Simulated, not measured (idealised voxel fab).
Presented below is a process module, voxel ribs on slabs.
Cross-section cut: width 145 nm, square cells of 5 nm.
A cross-section is written here as square cells arranged in a grid, and it is given in bands from the top down, each band taking up one or more rows of cells.
Within each band entry, the heights of the top and of the bottom of the band appear first, in that order and in nm; the materials of the band then follow from left to right, each with its corresponding width in nm. The designation "edge to edge" on a single material indicates that it fills the band from edge to edge; the designation "empty" indicates empty space.
Height is counted from the level 0, under which the received wafer is composed throughout of one material. The lowest of the bands is not closed at the bottom but continues downward, in the notation "top 0, no bottom".
The two numbers in a width such as "30->40" mark its ends across the band: the first belongs to the top row of cells, the second to the bottom row, and from each row to the next the width moves by the same amount.
Key: "changes: none" - step with no changed cell in the cross-section.
What "Sealed internal voids" gives you is every empty space of 8 cells or more that is cut off from the top. Each appears as width x height at distance, with the distance taken from the left edge and width, height and distance all in nm.
It should be noted that, on the line of a given step, the content following the step's settings is a remark produced by the simulator itself with respect to that step.
"overlay nm", when on a step's line for a step with a mask, measures how far to the right of its planned place the mask lay; a negative measure means to the left.

These are the steps we planned for the process
| 1 | RECEIVE with material Si |
| 2 | DIRECTIONAL_DEP with material SiO2, thk nm 25 |
| 3 | DIRECTIONAL_DEP with material polySi, thk nm 15 |
| 4 | DIRECTIONAL_DEP with material aC, thk nm 15 |
| 5 | PATTERN with tone cover, mask id RIB, material resist, width nm 25, thk nm 35, overlay nm 0 |
| 6 | DIRECTIONAL_ETCH with etch materials aC, depth nm 15 |
| 7 | STRIP with etch materials resist |
| 8 | DIRECTIONAL_ETCH with etch materials polySi, depth nm 10 |
| 9 | STRIP with etch materials aC |
| 10 | DIRECTIONAL_DEP with material aC, thk nm 10 |
| 11 | PATTERN with tone cover, mask id SLAB, material resist, width nm 85, thk nm 25, overlay nm 0 |
| 12 | DIRECTIONAL_ETCH with etch materials aC, depth nm 10 |
| 13 | STRIP with etch materials resist |
| 14 | DIRECTIONAL_ETCH with etch materials polySi, depth nm 5 |
| 15 | STRIP with etch materials aC |
| 16 | FILL_DEP with material SiO2, thk nm 20 |
| 17 | CMP with height nm 50 |
| 18 | DIRECTIONAL_DEP with material W, thk nm 10 |
| 19 | PATTERN with tone cover, mask id HEATER, material resist, width nm 35, thk nm 15, overlay nm 0 |
| 20 | DIRECTIONAL_ETCH with etch materials W, depth nm 10 |
| 21 | STRIP with etch materials resist |
| 22 | CONFORMAL_DEP with material SiN, thk nm 10 |

The first of a set of two wafers, run to plan

Wafer at receipt (post step 1), cross-section
    top 0, no bottom = Si edge to edge
    Sealed internal voids: none

Cross-section of the wafer after step 2
    top 25, bottom 0 = SiO2 edge to edge
    Everything under 0 stays put, no change at all.

Cross-section of the wafer after step 3
    top 40, bottom 25 = polySi edge to edge
    Everything under 25 stays put, no change at all.

Cross-section of the wafer after step 4
    top 55, bottom 40 = aC edge to edge
    Everything under 40 stays put, no change at all.

Cross-section of the wafer after step 5
    top 90, bottom 55 = 60 empty, then 25 resist, then 60 empty
    Everything under 55 stays put, no change at all.

Cross-section of the wafer after step 6
    top 75, bottom 55 = 60 empty, then 25 resist, then 60 empty
    top 55, bottom 40 = 60 empty, then 25 aC, then 60 empty
    Everything under 40 stays put, no change at all.

Cross-section of the wafer after step 7
    top 55, bottom 40 = 60 empty, then 25 aC, then 60 empty
    Everything under 40 stays put, no change at all.

Cross-section of the wafer after step 8
    top 55, bottom 40 = 60 empty, then 25 aC, then 60 empty
    top 40, bottom 30 = 60 empty, then 25 polySi, then 60 empty
    Everything under 30 stays put, no change at all.

Cross-section of the wafer after step 9
    top 40, bottom 30 = 60 empty, then 25 polySi, then 60 empty
    Everything under 30 stays put, no change at all.

Cross-section of the wafer after step 10
    top 50, bottom 40 = 60 empty, then 25 aC, then 60 empty
    top 40, bottom 30 = 60 aC, then 25 polySi, then 60 aC
    Everything under 30 stays put, no change at all.

Cross-section of the wafer after step 11
    top 75, bottom 50 = 30 empty, then 85 resist, then 30 empty
    top 50, bottom 40 = 30 empty, then 30 resist, then 25 aC, then 30 resist, then 30 empty
    Everything under 40 stays put, no change at all.

Cross-section of the wafer after step 12
    top 65, bottom 50 = 30 empty, then 85 resist, then 30 empty
    top 50, bottom 40 = 30 empty, then 30 resist, then 25 aC, then 30 resist, then 30 empty
    top 40, bottom 30 = 30 empty, then 30 aC, then 25 polySi, then 30 aC, then 30 empty
    Everything under 30 stays put, no change at all.

Cross-section of the wafer after step 13
    top 50, bottom 40 = 60 empty, then 25 aC, then 60 empty
    Everything under 40 stays put, no change at all.

Cross-section of the wafer after step 14
    top 50, bottom 40 = 60 empty, then 25 aC, then 60 empty
    top 40, bottom 30 = 30 empty, then 30 aC, then 25 polySi, then 30 aC, then 30 empty
    top 30, bottom 25 = 30 empty, then 85 polySi, then 30 empty
    Everything under 25 stays put, no change at all.

Cross-section of the wafer after step 15
    top 40, bottom 30 = 60 empty, then 25 polySi, then 60 empty
    Everything under 30 stays put, no change at all.

Cross-section of the wafer after step 16
    top 60, bottom 40 = SiO2 edge to edge
    top 40, bottom 30 = 60 SiO2, then 25 polySi, then 60 SiO2
    top 30, bottom 25 = 30 SiO2, then 85 polySi, then 30 SiO2
    Everything under 25 stays put, no change at all.

Cross-section of the wafer after step 17
    top 50, bottom 40 = SiO2 edge to edge
    Everything under 40 stays put, no change at all.

Cross-section of the wafer after step 18
    top 60, bottom 50 = W edge to edge
    Everything under 50 stays put, no change at all.

Cross-section of the wafer after step 19
    top 75, bottom 60 = 55 empty, then 35 resist, then 55 empty
    Everything under 60 stays put, no change at all.

Cross-section of the wafer after step 20
    top 75, bottom 60 = 55 empty, then 35 resist, then 55 empty
    top 60, bottom 50 = 55 empty, then 35 W, then 55 empty
    Everything under 50 stays put, no change at all.

Cross-section of the wafer after step 21
    top 60, bottom 50 = 55 empty, then 35 W, then 55 empty
    Everything under 50 stays put, no change at all.

Cross-section of the wafer after step 22
    top 70, bottom 60 = 45 empty, then 55 SiN, then 45 empty
    top 60, bottom 50 = 55 SiN, then 35 W, then 55 SiN
    Everything under 50 stays put, no change at all.

For the second wafer, take the first wafer's start and plan, then add one mistake made in running it; everything through step 21, that step included, is shared with the first

Cross-sectional view of the second wafer at the intended end time of process step 22: changes: none
It is concluded that the wafer was processed incorrectly with respect to the plan, in that step 22 of the plan was omitted and not executed
At the finish, the second wafer shows more or fewer cells for some materials than the first does: SiN: 66 fewer
